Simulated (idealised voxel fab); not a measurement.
process module | voxel tone inversion
cross-section cut | 160 nm wide | cells 5 nm
A cross-section is a grid of square cells, given in bands from the top down. A band is one or more rows of cells.
Each band's line starts with the height of the band's top and of its bottom, in nm. Then come its materials from left to right, each with its width in nm. One material with "throughout" fills the band from edge to edge. "air" is empty space.
Height 0 is the level under which the wafer as received is all one material. The lowest band goes on downwards, as in "0 down".
A width such as "30 to 40" changes by the same amount from each row of cells to the next, from the band's top row to its bottom row.
"no change" after a step means that no cell of the cross-section changed.
closed voids: empty space of 8 cells or more with no open way to the top, each as width x height at its distance from the left edge, in nm
after a step's settings: what the simulator itself notes on the step
overlay nm, on a step with a mask: how far to the right of its planned place the mask lay; to the left if negative
plan
1 op RECEIVE | material Si
2 op CONFORMAL_DEP | material SiCN | thk nm 5
3 op DIRECTIONAL_DEP | material aC | thk nm 25
4 op PATTERN | tone cover | mask id POSTS | material resist | width nm 25 | pitch nm 40 | thk nm 30 | overlay nm 0
5 op DIRECTIONAL_ETCH | etch materials aC | depth nm 25
6 op STRIP | etch materials resist
7 op FILL_DEP | material SiO2 | thk nm 5
8 op CMP | height nm 30
9 op STRIP | etch materials aC
as received, after step 1
  0 down: Si throughout
  closed voids: none
a wafer at the end: this start, this plan, one mistake
  30 to 5: air 25 | SiO2 25 | air 15 | SiO2 25 | air 15 | SiO2 25 | air 30
  5 to 0: SiCN throughout
  0 down: Si throughout
  closed voids: none
what went wrong: step 4 ran as: op PATTERN | tone open | mask id POSTS | material resist | width nm 25 | pitch nm 40 | thk nm 30 | overlay nm 0
